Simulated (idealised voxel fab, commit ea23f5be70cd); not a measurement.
Title: Process Module voxel air gaps
The figure presents cross-section cut, which has a width of 245 nm and is divided into square cells with an edge length of 5 nm.
A cross-section is written here as square cells arranged in a grid, and it is given in bands from the top down, each band taking up one or more rows of cells.
Heads up on the band format: heights come first, top then bottom, in nm. After that it's the materials left to right, each with its width in nm. A single material flagged "everywhere" fills the whole band edge to edge, and "air" means there's empty space there.
Convention: height 0 is the level below which the wafer, as received, is all one material. The lowest band does not terminate at the bottom but continues downward, represented as "from 0 down".
Quick explanation for "30 to 40": the width changes in equal steps down the rows of cells, from the first number in the band's top row to the second number in its bottom row.
A step reported as "same as before" is a step in which no cell of the cross-section changed.
Reported under the label "Listed closed voids" are the empty spaces having no open way to the top and comprising 8 cells or more; the notation for each is width x height at distance, in which the distance is measured from the left edge and all three values are in nm.
The remark found on a step's line after its settings is issued by the simulator itself and pertains to that step.
What "overlay nm" on a step's line means: if the step has a mask, that mask lay this far to the right of its planned place, or, when the value is negative, to the left.

### Steps in the process plan
1. RECEIVE (material Si)
2. CONFORMAL_DEP (material SiO2; thk nm 10)
3. CONFORMAL_DEP (material SiN; thk nm 5)
4. DIRECTIONAL_DEP (material lowk; thk nm 40)
5. DIRECTIONAL_DEP (material aC; thk nm 10)
6. PATTERN (tone open; mask id LINES; material resist; width nm 15; pitch nm 50; thk nm 30; overlay nm 0)
7. DIRECTIONAL_ETCH (etch materials aC; depth nm 10)
8. STRIP (etch materials resist)
9. DIRECTIONAL_ETCH (etch materials lowk; depth nm 40)
10. STRIP (etch materials aC)
11. CONFORMAL_DEP (material TiN; thk nm 5)
12. FILL_DEP (material Ru; thk nm 5)
13. CMP (height nm 55)
14. EPI (material Ru; thk nm 10)
15. SELECTIVE_ETCH (etch materials lowk; depth nm 50)
16. CONFORMAL_DEP (material SiN; thk nm 5)
Wafers differ in width nm at step 6; plan lists the first wafer's value; identical starting state.

### first wafer as received, after step 1
    from 0 down = Si everywhere
    Listed closed voids: none

### First of several wafers: cross-section at the end of the module, after step 16, its last step
    from 70 to 65 = air: 50; SiN: 45; air: 5; SiN: 45; air: 5; SiN: 45; air: 50
    from 65 to 55 = air: 50; SiN: 5; Ru: 35; SiN: 5; air: 5; SiN: 5; Ru: 35; SiN: 5; air: 5; SiN: 5; Ru: 35; SiN: 5; air: 50
    from 55 to 50 = air: 50; SiN: 15; TiN: 5; Ru: 5; TiN: 5; SiN: 15; air: 5; SiN: 15; TiN: 5; Ru: 5; TiN: 5; SiN: 15; air: 5; SiN: 15; TiN: 5; Ru: 5; TiN: 5; SiN: 15; air: 50
    from 50 to 20 = air: 60; SiN: 5; TiN: 5; Ru: 5; TiN: 5; SiN: 5; air: 25; SiN: 5; TiN: 5; Ru: 5; TiN: 5; SiN: 5; air: 25; SiN: 5; TiN: 5; Ru: 5; TiN: 5; SiN: 5; air: 60
    from 20 to 15 = SiN: 65; TiN: 15; SiN: 35; TiN: 15; SiN: 35; TiN: 15; SiN: 65
    from 15 to 10 = SiN everywhere
    from 10 to 0 = SiO2 everywhere
    from 0 down = Si everywhere
    Listed closed voids: none

### Last wafer x-sec, end of module
    from 70 to 65 = air: 40; SiN: 165; air: 40
    from 65 to 55 = air: 40; SiN: 5; Ru: 155; SiN: 5; air: 40
    from 55 to 50 = air: 40; SiN: 15; TiN: 5; Ru: 25; TiN: 5; lowk: 15; TiN: 5; Ru: 25; TiN: 5; lowk: 15; TiN: 5; Ru: 25; TiN: 5; SiN: 15; air: 40
    from 50 to 20 = air: 50; SiN: 5; TiN: 5; Ru: 25; TiN: 5; lowk: 15; TiN: 5; Ru: 25; TiN: 5; lowk: 15; TiN: 5; Ru: 25; TiN: 5; SiN: 5; air: 50
    from 20 to 15 = SiN: 55; TiN: 35; lowk: 15; TiN: 35; lowk: 15; TiN: 35; SiN: 55
    from 15 to 10 = SiN everywhere
    from 10 to 0 = SiO2 everywhere
    from 0 down = Si everywhere
    Listed closed voids: none

### each wafer at the end: cells of each material gained (+) or lost (-) since it was received, then its closed voids
width nm 15, +63 Ru, +182 SiN, +98 SiO2, +51 TiN, Listed closed voids: none
width nm 20, +90 Ru, +182 SiN, +98 SiO2, +54 TiN, Listed closed voids: 20 x 30 at 90; 20 x 30 at 140
width nm 25, +117 Ru, +174 SiN, +98 SiO2, +57 TiN, Listed closed voids: 15 x 30 at 90; 15 x 30 at 140
width nm 30, +144 Ru, +126 SiN, +98 SiO2, +60 TiN, +64 lowk, Listed closed voids: none
width nm 35, +167 Ru, +126 SiN, +98 SiO2, +63 TiN, +48 lowk, Listed closed voids: none
